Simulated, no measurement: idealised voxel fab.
process module | voxel gate over fins
cross-section cut | 210 nm wide | cells 5 nm
A cross-section is a grid of square cells, given in bands from the top down. A band is one or more rows of cells.
Each band's line starts with the height of the band's top and of its bottom, in nm. Then come its materials from left to right, each with its width in nm. One material with "throughout" fills the band from edge to edge. "air" is empty space.
Height 0 is the level under which the wafer as received is all one material. The lowest band goes on downwards, as in "0 down".
A width such as "30 to 40" changes by the same amount from each row of cells to the next, from the band's top row to its bottom row.
"no change" after a step means that no cell of the cross-section changed.
closed voids: empty space of 8 cells or more with no open way to the top, each as width x height at its distance from the left edge, in nm
after a step's settings: what the simulator itself notes on the step
overlay nm, on a step with a mask: how far to the right of its planned place the mask lay; to the left if negative
plan
1 op RECEIVE | material Si
2 op CONFORMAL_DEP | material SiN | thk nm 10
3 op DIRECTIONAL_DEP | material aC | thk nm 10
4 op PATTERN | tone cover | mask id FINS | material resist | width nm 15 | pitch nm 55 | thk nm 30 | overlay nm 0
5 op DIRECTIONAL_ETCH | etch materials aC | depth nm 10
6 op STRIP | etch materials resist
7 op DIRECTIONAL_ETCH | etch materials SiN | depth nm 10
8 op DIRECTIONAL_ETCH | etch materials Si | depth nm 35
9 op STRIP | etch materials aC
10 op FILL_DEP | material SiO2 | thk nm 15
11 op CMP | height nm 10
12 op DIRECTIONAL_DEP | material aC | thk nm 10
13 op PATTERN | tone open | mask id RAIL | material resist | width nm 15 | thk nm 25 | overlay nm 0
14 op DIRECTIONAL_ETCH | etch materials aC | depth nm 10
15 op STRIP | etch materials resist
16 op DIRECTIONAL_ETCH | etch materials SiO2 | depth nm 40
17 op STRIP | etch materials aC
18 op CONFORMAL_DEP | material TiN | thk nm 5
19 op FILL_DEP | material W | thk nm 10
20 op CMP | height nm 10
21 op SELECTIVE_ETCH | etch materials W Ru TiN | depth nm 30
22 op FILL_DEP | material SiO2 | thk nm 5
23 op CMP | height nm 10
24 op SELECTIVE_ETCH | etch materials SiO2 | depth nm 20
25 op STRIP | etch materials SiN
26 op CONFORMAL_DEP | material HfO2 | thk nm 5
27 op CONFORMAL_DEP | material TiN | thk nm 5
28 op CONFORMAL_DEP | material TiAl | thk nm 5
29 op CONFORMAL_DEP | material TiN | thk nm 5
30 op FILL_DEP | material W | thk nm 15
31 op CMP | height nm 30
32 op CONFORMAL_DEP | material SiCN | thk nm 10
first wafer, as planned
as received, after step 1
  0 down: Si throughout
  closed voids: none
after step 2
  10 to 0: SiN throughout
  below 0: unchanged
after step 3
  20 to 10: aC throughout
  below 10: unchanged
after step 4
  50 to 20: air 40 | resist 15 | air 40 | resist 15 | air 40 | resist 15 | air 45
  below 20: unchanged
after step 5
  40 to 20: air 40 | resist 15 | air 40 | resist 15 | air 40 | resist 15 | air 45
  20 to 10: air 40 | aC 15 | air 40 | aC 15 | air 40 | aC 15 | air 45
  below 10: unchanged
after step 6
  20 to 10: air 40 | aC 15 | air 40 | aC 15 | air 40 | aC 15 | air 45
  below 10: unchanged
after step 7
  20 to 10: air 40 | aC 15 | air 40 | aC 15 | air 40 | aC 15 | air 45
  10 to 0: air 40 | SiN 15 | air 40 | SiN 15 | air 40 | SiN 15 | air 45
  below 0: unchanged
after step 8
  20 to 10: air 40 | aC 15 | air 40 | aC 15 | air 40 | aC 15 | air 45
  10 to 0: air 40 | SiN 15 | air 40 | SiN 15 | air 40 | SiN 15 | air 45
  0 to -35: air 40 | Si 15 | air 40 | Si 15 | air 40 | Si 15 | air 45
  below -35: unchanged
after step 9
  10 to 0: air 40 | SiN 15 | air 40 | SiN 15 | air 40 | SiN 15 | air 45
  below 0: unchanged
after step 10
  25 to 10: SiO2 throughout
  10 to 0: SiO2 40 | SiN 15 | SiO2 40 | SiN 15 | SiO2 40 | SiN 15 | SiO2 45
  0 to -35: SiO2 40 | Si 15 | SiO2 40 | Si 15 | SiO2 40 | Si 15 | SiO2 45
  below -35: unchanged
after step 11
  10 to 0: SiO2 40 | SiN 15 | SiO2 40 | SiN 15 | SiO2 40 | SiN 15 | SiO2 45
  below 0: unchanged
after step 12
  20 to 10: aC throughout
  below 10: unchanged
after step 13
  45 to 20: resist 65 | air 15 | resist 130
  below 20: unchanged
after step 14
  35 to 20: resist 65 | air 15 | resist 130
  20 to 10: aC 65 | air 15 | aC 130
  below 10: unchanged
after step 15
  20 to 10: aC 65 | air 15 | aC 130
  below 10: unchanged
after step 16
  20 to 10: aC 65 | air 15 | aC 130
  10 to 0: SiO2 40 | SiN 15 | SiO2 10 | air 15 | SiO2 15 | SiN 15 | SiO2 40 | SiN 15 | SiO2 45
  0 to -30: SiO2 40 | Si 15 | SiO2 10 | air 15 | SiO2 15 | Si 15 | SiO2 40 | Si 15 | SiO2 45
  below -30: unchanged
after step 17
  10 to 0: SiO2 40 | SiN 15 | SiO2 10 | air 15 | SiO2 15 | SiN 15 | SiO2 40 | SiN 15 | SiO2 45
  below 0: unchanged
after step 18
  15 to 10: TiN 70 | air 5 | TiN 135
  10 to 0: SiO2 40 | SiN 15 | SiO2 10 | TiN 5 | air 5 | TiN 5 | SiO2 15 | SiN 15 | SiO2 40 | SiN 15 | SiO2 45
  0 to -25: SiO2 40 | Si 15 | SiO2 10 | TiN 5 | air 5 | TiN 5 | SiO2 15 | Si 15 | SiO2 40 | Si 15 | SiO2 45
  -25 to -30: SiO2 40 | Si 15 | SiO2 10 | TiN 15 | SiO2 15 | Si 15 | SiO2 40 | Si 15 | SiO2 45
  below -30: unchanged
after step 19
  25 to 15: W throughout
  15 to 10: TiN 70 | W 5 | TiN 135
  10 to 0: SiO2 40 | SiN 15 | SiO2 10 | TiN 5 | W 5 | TiN 5 | SiO2 15 | SiN 15 | SiO2 40 | SiN 15 | SiO2 45
  0 to -25: SiO2 40 | Si 15 | SiO2 10 | TiN 5 | W 5 | TiN 5 | SiO2 15 | Si 15 | SiO2 40 | Si 15 | SiO2 45
  below -25: unchanged
after step 20
  10 to 0: SiO2 40 | SiN 15 | SiO2 10 | TiN 5 | W 5 | TiN 5 | SiO2 15 | SiN 15 | SiO2 40 | SiN 15 | SiO2 45
  below 0: unchanged
after step 21
  10 to 0: SiO2 40 | SiN 15 | SiO2 10 | air 15 | SiO2 15 | SiN 15 | SiO2 40 | SiN 15 | SiO2 45
  0 to -20: SiO2 40 | Si 15 | SiO2 10 | air 15 | SiO2 15 | Si 15 | SiO2 40 | Si 15 | SiO2 45
  below -20: unchanged
after step 22
  15 to 10: SiO2 throughout
  10 to 0: SiO2 40 | SiN 15 | SiO2 40 | SiN 15 | SiO2 40 | SiN 15 | SiO2 45
  0 to -20: SiO2 40 | Si 15 | SiO2 40 | Si 15 | SiO2 40 | Si 15 | SiO2 45
  below -20: unchanged
after step 23
  10 to 0: SiO2 40 | SiN 15 | SiO2 40 | SiN 15 | SiO2 40 | SiN 15 | SiO2 45
  below 0: unchanged
after step 24
  10 to 0: air 40 | SiN 15 | air 40 | SiN 15 | air 40 | SiN 15 | air 45
  0 to -10: air 40 | Si 15 | air 40 | Si 15 | air 40 | Si 15 | air 45
  below -10: unchanged
after step 25
  0 to -10: air 40 | Si 15 | air 40 | Si 15 | air 40 | Si 15 | air 45
  below -10: unchanged
after step 26
  5 to 0: air 35 | HfO2 25 | air 30 | HfO2 25 | air 30 | HfO2 25 | air 40
  0 to -5: air 35 | HfO2 5 | Si 15 | HfO2 5 | air 30 | HfO2 5 | Si 15 | HfO2 5 | air 30 | HfO2 5 | Si 15 | HfO2 5 | air 40
  -5 to -10: HfO2 40 | Si 15 | HfO2 40 | Si 15 | HfO2 40 | Si 15 | HfO2 45
  below -10: unchanged
after step 27
  10 to 5: air 30 | TiN 35 | air 20 | TiN 35 | air 20 | TiN 35 | air 35
  5 to 0: air 30 | TiN 5 | HfO2 25 | TiN 5 | air 20 | TiN 5 | HfO2 25 | TiN 5 | air 20 | TiN 5 | HfO2 25 | TiN 5 | air 35
  0 to -5: TiN 35 | HfO2 5 | Si 15 | HfO2 5 | TiN 30 | HfO2 5 | Si 15 | HfO2 5 | TiN 30 | HfO2 5 | Si 15 | HfO2 5 | TiN 40
  below -5: unchanged
after step 28
  15 to 10: air 25 | TiAl 45 | air 10 | TiAl 45 | air 10 | TiAl 45 | air 30
  10 to 5: air 25 | TiAl 5 | TiN 35 | TiAl 5 | air 10 | TiAl 5 | TiN 35 | TiAl 5 | air 10 | TiAl 5 | TiN 35 | TiAl 5 | air 30
  5 to 0: TiAl 30 | TiN 5 | HfO2 25 | TiN 5 | TiAl 20 | TiN 5 | HfO2 25 | TiN 5 | TiAl 20 | TiN 5 | HfO2 25 | TiN 5 | TiAl 35
  below 0: unchanged
after step 29
  20 to 15: air 20 | TiN 165 | air 25
  15 to 10: air 20 | TiN 5 | TiAl 45 | TiN 10 | TiAl 45 | TiN 10 | TiAl 45 | TiN 5 | air 25
  10 to 5: TiN 25 | TiAl 5 | TiN 35 | TiAl 5 | TiN 10 | TiAl 5 | TiN 35 | TiAl 5 | TiN 10 | TiAl 5 | TiN 35 | TiAl 5 | TiN 30
  below 5: unchanged
after step 30
  35 to 20: W throughout
  20 to 15: W 20 | TiN 165 | W 25
  15 to 10: W 20 | TiN 5 | TiAl 45 | TiN 10 | TiAl 45 | TiN 10 | TiAl 45 | TiN 5 | W 25
  below 10: unchanged
after step 31
  30 to 20: W throughout
  below 20: unchanged
after step 32
  40 to 30: SiCN throughout
  below 30: unchanged
second wafer: like start, like plan, one mistake. Through step 23 it matches the first wafer
when step 24 should have ended
  10 to 0: air 40 | SiN 15 | air 40 | SiN 15 | air 40 | SiN 15 | air 45
  0 to -20: air 40 | Si 15 | air 40 | Si 15 | air 40 | Si 15 | air 45
  -20 to -25: air 40 | Si 15 | air 10 | TiN 5 | W 5 | TiN 5 | air 15 | Si 15 | air 40 | Si 15 | air 45
  -25 to -30: air 40 | Si 15 | air 10 | TiN 15 | air 15 | Si 15 | air 40 | Si 15 | air 45
  below -30: unchanged
when step 25 should have ended
  0 to -20: air 40 | Si 15 | air 40 | Si 15 | air 40 | Si 15 | air 45
  below -20: unchanged
when step 26 should have ended
  5 to 0: air 35 | HfO2 25 | air 30 | HfO2 25 | air 30 | HfO2 25 | air 40
  0 to -15: air 35 | HfO2 5 | Si 15 | HfO2 5 | air 30 | HfO2 5 | Si 15 | HfO2 5 | air 30 | HfO2 5 | Si 15 | HfO2 5 | air 40
  -15 to -20: air 35 | HfO2 5 | Si 15 | HfO2 30 | air 5 | HfO2 5 | Si 15 | HfO2 5 | air 30 | HfO2 5 | Si 15 | HfO2 5 | air 40
  -20 to -25: air 35 | HfO2 5 | Si 15 | HfO2 10 | TiN 5 | W 5 | TiN 5 | HfO2 5 | air 5 | HfO2 5 | Si 15 | HfO2 5 | air 30 | HfO2 5 | Si 15 | HfO2 5 | air 40
  -25 to -30: HfO2 40 | Si 15 | HfO2 10 | TiN 15 | HfO2 15 | Si 15 | HfO2 40 | Si 15 | HfO2 45
  below -30: unchanged
when step 27 should have ended
  10 to 5: air 30 | TiN 35 | air 20 | TiN 35 | air 20 | TiN 35 | air 35
  5 to 0: air 30 | TiN 5 | HfO2 25 | TiN 5 | air 20 | TiN 5 | HfO2 25 | TiN 5 | air 20 | TiN 5 | HfO2 25 | TiN 5 | air 35
  0 to -10: air 30 | TiN 5 | HfO2 5 | Si 15 | HfO2 5 | TiN 5 | air 20 | TiN 5 | HfO2 5 | Si 15 | HfO2 5 | TiN 5 | air 20 | TiN 5 | HfO2 5 | Si 15 | HfO2 5 | TiN 5 | air 35
  -10 to -20: air 30 | TiN 5 | HfO2 5 | Si 15 | HfO2 5 to 30 | TiN 30 to 5 | HfO2 5 | Si 15 | HfO2 5 | TiN 5 | air 20 | TiN 5 | HfO2 5 | Si 15 | HfO2 5 | TiN 5 | air 35
  -20 to -25: TiN 35 | HfO2 5 | Si 15 | HfO2 10 | TiN 5 | W 5 | TiN 5 | HfO2 5 | TiN 5 | HfO2 5 | Si 15 | HfO2 5 | TiN 30 | HfO2 5 | Si 15 | HfO2 5 | TiN 40
  below -25: unchanged
when step 28 should have ended
  15 to 10: air 25 | TiAl 45 | air 10 | TiAl 45 | air 10 | TiAl 45 | air 30
  10 to 5: air 25 | TiAl 5 | TiN 35 | TiAl 5 | air 10 | TiAl 5 | TiN 35 | TiAl 5 | air 10 | TiAl 5 | TiN 35 | TiAl 5 | air 30
  5 to 0: air 25 | TiAl 5 | TiN 5 | HfO2 25 | TiN 5 | TiAl 5 | air 10 | TiAl 5 | TiN 5 | HfO2 25 | TiN 5 | TiAl 5 | air 10 | TiAl 5 | TiN 5 | HfO2 25 | TiN 5 | TiAl 5 | air 30
  0 to -5: air 25 | TiAl 5 | TiN 5 | HfO2 5 | Si 15 | HfO2 5 | TiN 5 | TiAl 5 | air 10 | TiAl 5 | TiN 5 | HfO2 5 | Si 15 | HfO2 5 | TiN 5 | TiAl 5 | air 10 | TiAl 5 | TiN 5 | HfO2 5 | Si 15 | HfO2 5 | TiN 5 | TiAl 5 | air 30
  -5 to -10: air 25 | TiAl 5 | TiN 5 | HfO2 5 | Si 15 | HfO2 5 | TiN 5 | TiAl 20 | TiN 5 | HfO2 5 | Si 15 | HfO2 5 | TiN 5 | TiAl 5 | air 10 | TiAl 5 | TiN 5 | HfO2 5 | Si 15 | HfO2 5 | TiN 5 | TiAl 5 | air 30
  -10 to -15: air 25 | TiAl 5 | TiN 5 | HfO2 5 | Si 15 | HfO2 5 | TiN 30 | HfO2 5 | Si 15 | HfO2 5 | TiN 5 | TiAl 5 | air 10 | TiAl 5 | TiN 5 | HfO2 5 | Si 15 | HfO2 5 | TiN 5 | TiAl 5 | air 30
  -15 to -20: TiAl 30 | TiN 5 | HfO2 5 | Si 15 | HfO2 30 | TiN 5 | HfO2 5 | Si 15 | HfO2 5 | TiN 5 | TiAl 20 | TiN 5 | HfO2 5 | Si 15 | HfO2 5 | TiN 5 | TiAl 35
  below -20: unchanged
when step 29 should have ended
  20 to 15: air 20 | TiN 165 | air 25
  15 to 10: air 20 | TiN 5 | TiAl 45 | TiN 10 | TiAl 45 | TiN 10 | TiAl 45 | TiN 5 | air 25
  10 to 5: air 20 | TiN 5 | TiAl 5 | TiN 35 | TiAl 5 | TiN 10 | TiAl 5 | TiN 35 | TiAl 5 | TiN 10 | TiAl 5 | TiN 35 | TiAl 5 | TiN 5 | air 25
  5 to 0: air 20 | TiN 5 | TiAl 5 | TiN 5 | HfO2 25 | TiN 5 | TiAl 5 | TiN 10 | TiAl 5 | TiN 5 | HfO2 25 | TiN 5 | TiAl 5 | TiN 10 | TiAl 5 | TiN 5 | HfO2 25 | TiN 5 | TiAl 5 | TiN 5 | air 25
  0 to -5: air 20 | TiN 5 | TiAl 5 | TiN 5 | HfO2 5 | Si 15 | HfO2 5 | TiN 5 | TiAl 5 | TiN 10 | TiAl 5 | TiN 5 | HfO2 5 | Si 15 | HfO2 5 | TiN 5 | TiAl 5 | TiN 10 | TiAl 5 | TiN 5 | HfO2 5 | Si 15 | HfO2 5 | TiN 5 | TiAl 5 | TiN 5 | air 25
  -5 to -10: air 20 | TiN 5 | TiAl 5 | TiN 5 | HfO2 5 | Si 15 | HfO2 5 | TiN 5 | TiAl 20 | TiN 5 | HfO2 5 | Si 15 | HfO2 5 | TiN 5 | TiAl 5 | TiN 10 | TiAl 5 | TiN 5 | HfO2 5 | Si 15 | HfO2 5 | TiN 5 | TiAl 5 | TiN 5 | air 25
  -10 to -15: TiN 25 | TiAl 5 | TiN 5 | HfO2 5 | Si 15 | HfO2 5 | TiN 30 | HfO2 5 | Si 15 | HfO2 5 | TiN 5 | TiAl 5 | TiN 10 | TiAl 5 | TiN 5 | HfO2 5 | Si 15 | HfO2 5 | TiN 5 | TiAl 5 | TiN 30
  below -15: unchanged
when step 30 should have ended
  35 to 20: W throughout
  20 to 15: W 20 | TiN 165 | W 25
  15 to 10: W 20 | TiN 5 | TiAl 45 | TiN 10 | TiAl 45 | TiN 10 | TiAl 45 | TiN 5 | W 25
  10 to 5: W 20 | TiN 5 | TiAl 5 | TiN 35 | TiAl 5 | TiN 10 | TiAl 5 | TiN 35 | TiAl 5 | TiN 10 | TiAl 5 | TiN 35 | TiAl 5 | TiN 5 | W 25
  5 to 0: W 20 | TiN 5 | TiAl 5 | TiN 5 | HfO2 25 | TiN 5 | TiAl 5 | TiN 10 | TiAl 5 | TiN 5 | HfO2 25 | TiN 5 | TiAl 5 | TiN 10 | TiAl 5 | TiN 5 | HfO2 25 | TiN 5 | TiAl 5 | TiN 5 | W 25
  0 to -5: W 20 | TiN 5 | TiAl 5 | TiN 5 | HfO2 5 | Si 15 | HfO2 5 | TiN 5 | TiAl 5 | TiN 10 | TiAl 5 | TiN 5 | HfO2 5 | Si 15 | HfO2 5 | TiN 5 | TiAl 5 | TiN 10 | TiAl 5 | TiN 5 | HfO2 5 | Si 15 | HfO2 5 | TiN 5 | TiAl 5 | TiN 5 | W 25
  -5 to -10: W 20 | TiN 5 | TiAl 5 | TiN 5 | HfO2 5 | Si 15 | HfO2 5 | TiN 5 | TiAl 20 | TiN 5 | HfO2 5 | Si 15 | HfO2 5 | TiN 5 | TiAl 5 | TiN 10 | TiAl 5 | TiN 5 | HfO2 5 | Si 15 | HfO2 5 | TiN 5 | TiAl 5 | TiN 5 | W 25
  below -10: unchanged
when step 31 should have ended
  30 to 20: W throughout
  below 20: unchanged
when step 32 should have ended
  40 to 30: SiCN throughout
  below 30: unchanged
what went wrong: step 24 was run twice
at the end the second wafer has, in cells: 28 more of HfO2 | 126 fewer of SiO2 | 20 more of TiAl | 42 more of TiN | 36 more of W
